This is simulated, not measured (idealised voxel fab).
process module | voxel tone inversion
cross-section cut | 200 nm wide | cells 5 nm
A cross-section is a grid of square cells, given in bands from the top down. A band is one or more rows of cells.
Each band's line starts with the height of the band's top and of its bottom, in nm. Then come its materials from left to right, each with its width in nm. One material with "throughout" fills the band from edge to edge. "air" is empty space.
Height 0 is the level under which the wafer as received is all one material. The lowest band goes on downwards, as in "0 down".
A width such as "30 to 40" changes by the same amount from each row of cells to the next, from the band's top row to its bottom row.
"no change" after a step means that no cell of the cross-section changed.
closed voids: empty space of 8 cells or more with no open way to the top, each as width x height at its distance from the left edge, in nm
after a step's settings: what the simulator itself notes on the step
overlay nm, on a step with a mask: how far to the right of its planned place the mask lay; to the left if negative
plan
1 op RECEIVE | material Si
2 op CONFORMAL_DEP | material SiCN | thk nm 10
3 op DIRECTIONAL_DEP | material polySi | thk nm 15
4 op PATTERN | tone cover | mask id POSTS | material resist | width nm 25 | pitch nm 55 | thk nm 25 | overlay nm 0
5 op DIRECTIONAL_ETCH | etch materials polySi | depth nm 15
6 op STRIP | etch materials resist
7 op FILL_DEP | material lowk | thk nm 5
8 op CMP | height nm 25
9 op STRIP | etch materials polySi
10 op CONFORMAL_DEP | material TiN | thk nm 5
11 op FILL_DEP | material Ru | thk nm 10
12 op CMP | height nm 25
13 op CONFORMAL_DEP | material SiN | thk nm 5
as received, after step 1
  0 down: Si throughout
  closed voids: none
a wafer at the end: this start, this plan, one mistake
  30 to 25: SiN throughout
  25 to 15: SiCN throughout
  15 to 0: polySi throughout
  0 down: Si throughout
  closed voids: none
what went wrong: steps 2 and 3 were swapped
